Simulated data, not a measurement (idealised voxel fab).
process module | voxel released beams
cross-section cut | 140 nm wide | cells 5 nm
A cross-section is a grid of square cells, given in bands from the top down. A band is one or more rows of cells.
Each band's line starts with the height of the band's top and of its bottom, in nm. Then come its materials from left to right, each with its width in nm. One material with "throughout" fills the band from edge to edge. "air" is empty space.
Height 0 is the level under which the wafer as received is all one material. The lowest band goes on downwards, as in "0 down".
A width such as "30 to 40" changes by the same amount from each row of cells to the next, from the band's top row to its bottom row.
"no change" after a step means that no cell of the cross-section changed.
closed voids: empty space of 8 cells or more with no open way to the top, each as width x height at its distance from the left edge, in nm
after a step's settings: what the simulator itself notes on the step
overlay nm, on a step with a mask: how far to the right of its planned place the mask lay; to the left if negative
plan
1 op RECEIVE | material Si
2 op CONFORMAL_DEP | material SiN | thk nm 5
3 op DIRECTIONAL_DEP | material SiO2 | thk nm 10
4 op DIRECTIONAL_DEP | material aC | thk nm 15
5 op PATTERN | tone open | mask id ANCHOR | material resist | width nm 25 | thk nm 30 | overlay nm 0
6 op DIRECTIONAL_ETCH | etch materials aC | depth nm 15
7 op STRIP | etch materials resist
8 op DIRECTIONAL_ETCH | etch materials SiO2 | depth nm 10
9 op STRIP | etch materials aC
10 op CONFORMAL_DEP | material W | thk nm 10
11 op MASKED_ETCH | tone cover | mask id BEAM | width nm 70 | etch materials W | depth nm 10 | overlay nm 0
12 op STRIP | etch materials SiO2
as received, after step 1
  0 down: Si throughout
  closed voids: none
first wafer at the end, as planned
  25 to 15: air 30 | W 15 | air 5 | W 50 | air 40
  15 to 5: air 35 | W 25 | air 80
  5 to 0: SiN throughout
  0 down: Si throughout
  closed voids: none
second wafer at the end: like start, like plan, one mistake
  20 to 10: air 30 | W 15 | air 5 | W 50 | air 40
  10 to 0: air 35 | W 25 | air 80
  0 down: Si throughout
  closed voids: none
what went wrong: step 2 was left out
at the end the second wafer has, in cells: 28 fewer of SiN
